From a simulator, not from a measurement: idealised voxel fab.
Process module heading - voxel ribs on slabs
Cross-sectional view cut (width: 155 nm; square cell size: 5 nm).
When this document writes out a cross-section, it uses a grid of square cells and lists it as bands, beginning at the top and moving down, with a band standing for one or more rows of cells.
It is stipulated that each band's entry specify, in nanometres, the height of the top of the band and then that of its bottom, followed by the materials of the band in left-to-right sequence, each together with its width in nanometres. A single material marked by the word "full width" is understood to fill the band from edge to edge; the word "blank" is understood to denote empty space.
Note: height 0 marks the level under which the wafer is uniformly one material as received. Lowest band unbounded below, written "0 and below".
A two-number width, for instance "30..40", indicates that the width is equal to the first number in the top row of the band and to the second number in the bottom row, and that it changes by a constant amount per row of cells.
"nothing altered" -> step changed no cross-section cell.
Voids not open to the top, 8 cells minimum: see "Enclosed void listing". Written width x height at distance; distance is from the left edge; nm.
Read whatever lies past the settings on a step's line as the simulator's own remark about the step.
overlay nm, on a step with a mask: how far to the right of its planned place the mask lay; to the left if negative

Here's what the planned process steps look like:
1) RECEIVE | material Si
2) DIRECTIONAL_DEP | material SiO2 | thk nm 25
3) DIRECTIONAL_DEP | material SiN | thk nm 20
4) PATTERN | tone cover | mask id RIB | material resist | width nm 20 | thk nm 20 | overlay nm 0
5) DIRECTIONAL_ETCH | etch materials SiN | depth nm 10
6) STRIP | etch materials resist
7) MASKED_ETCH | tone cover | mask id SLAB | width nm 60 | etch materials SiN | depth nm 10 | overlay nm 0
8) FILL_DEP | material SiO2 | thk nm 25
9) CMP | height nm 60
10) DIRECTIONAL_DEP | material TiN | thk nm 5
11) MASKED_ETCH | tone cover | mask id HEATER | width nm 30 | etch materials TiN | depth nm 5 | overlay nm 0
12) CONFORMAL_DEP | material SiO2 | thk nm 5

Delivered wafer in cross-section: state after step 1:
0 and below: Si full width
Enclosed void listing: none

What the wafer looks like in cross-section after this module, when it starts as shown above and follows the plan above but one mistake is made in running it:
70 down to 65: blank 55; SiO2 40; blank 60
65 down to 60: SiO2 60; TiN 30; SiO2 65
60 down to 50: SiO2 45; SiN 60; SiO2 50
50 down to 0: SiO2 full width
0 and below: Si full width
Enclosed void listing: none
So what did we get wrong on this run? step 2 in the plan was executed twice
